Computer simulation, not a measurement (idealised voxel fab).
process module | voxel trench capacitor
cross-section cut | 265 nm wide | cells 5 nm
A cross-section is a grid of square cells, given in bands from the top down. A band is one or more rows of cells.
Each band's line starts with the height of the band's top and of its bottom, in nm. Then come its materials from left to right, each with its width in nm. One material with "throughout" fills the band from edge to edge. "air" is empty space.
Height 0 is the level under which the wafer as received is all one material. The lowest band goes on downwards, as in "0 down".
A width such as "30 to 40" changes by the same amount from each row of cells to the next, from the band's top row to its bottom row.
"no change" after a step means that no cell of the cross-section changed.
closed voids: empty space of 8 cells or more with no open way to the top, each as width x height at its distance from the left edge, in nm
after a step's settings: what the simulator itself notes on the step
overlay nm, on a step with a mask: how far to the right of its planned place the mask lay; to the left if negative
plan
1 op RECEIVE | material Si
2 op CONFORMAL_DEP | material SiN | thk nm 5
3 op MASKED_ETCH | tone open | mask id TRENCH | width nm 30 | pitch nm 55 | etch materials SiN | depth nm 5 | overlay nm 0
4 op MASKED_ETCH | tone open | mask id TRENCH | width nm 30 | pitch nm 55 | etch materials Si | depth nm 25 | overlay nm 0
5 op CONFORMAL_DEP | material HfO2 | thk nm 5
6 op CONFORMAL_DEP | material TiN | thk nm 5
7 op FILL_DEP | material W | thk nm 5
8 op CMP | height nm -5
varied across the wafers: height nm of step 8. The plan shows the first wafer's value. All wafers start alike
first wafer as received, after step 1
  0 down: Si throughout
  closed voids: none
first wafer at the end, after step 8
  -5 to -15: Si 60 | HfO2 5 | TiN 5 | W 10 | TiN 5 | HfO2 5 | Si 25 | HfO2 5 | TiN 5 | W 10 | TiN 5 | HfO2 5 | Si 25 | HfO2 5 | TiN 5 | W 10 | TiN 5 | HfO2 5 | Si 65
  -15 to -20: Si 60 | HfO2 5 | TiN 20 | HfO2 5 | Si 25 | HfO2 5 | TiN 20 | HfO2 5 | Si 25 | HfO2 5 | TiN 20 | HfO2 5 | Si 65
  -20 to -25: Si 60 | HfO2 30 | Si 25 | HfO2 30 | Si 25 | HfO2 30 | Si 65
  -25 down: Si throughout
  closed voids: none
last wafer at the end
  20 to 15: W throughout
  15 to 10: TiN 70 | W 10 | TiN 45 | W 10 | TiN 45 | W 10 | TiN 75
  10 to 5: HfO2 65 | TiN 5 | W 10 | TiN 5 | HfO2 35 | TiN 5 | W 10 | TiN 5 | HfO2 35 | TiN 5 | W 10 | TiN 5 | HfO2 70
  5 to 0: SiN 60 | HfO2 5 | TiN 5 | W 10 | TiN 5 | HfO2 5 | SiN 25 | HfO2 5 | TiN 5 | W 10 | TiN 5 | HfO2 5 | SiN 25 | HfO2 5 | TiN 5 | W 10 | TiN 5 | HfO2 5 | SiN 65
  0 to -15: Si 60 | HfO2 5 | TiN 5 | W 10 | TiN 5 | HfO2 5 | Si 25 | HfO2 5 | TiN 5 | W 10 | TiN 5 | HfO2 5 | Si 25 | HfO2 5 | TiN 5 | W 10 | TiN 5 | HfO2 5 | Si 65
  -15 to -20: Si 60 | HfO2 5 | TiN 20 | HfO2 5 | Si 25 | HfO2 5 | TiN 20 | HfO2 5 | Si 25 | HfO2 5 | TiN 20 | HfO2 5 | Si 65
  -20 to -25: Si 60 | HfO2 30 | Si 25 | HfO2 30 | Si 25 | HfO2 30 | Si 65
  -25 down: Si throughout
  closed voids: none
each wafer at the end: cells of each material gained (+) or lost (-) since it was received, then its closed voids
height nm -5 | +36 HfO2 | -125 Si | +24 TiN | +12 W | closed voids: none
height nm 0 | +42 HfO2 | -90 Si | +30 TiN | +18 W | closed voids: none
height nm 5 | +48 HfO2 | -90 Si | +35 SiN | +36 TiN | +24 W | closed voids: none
height nm 10 | +89 HfO2 | -90 Si | +35 SiN | +42 TiN | +30 W | closed voids: none
height nm 15 | +89 HfO2 | -90 Si | +35 SiN | +89 TiN | +36 W | closed voids: none
height nm 20 | +89 HfO2 | -90 Si | +35 SiN | +89 TiN | +89 W | closed voids: none
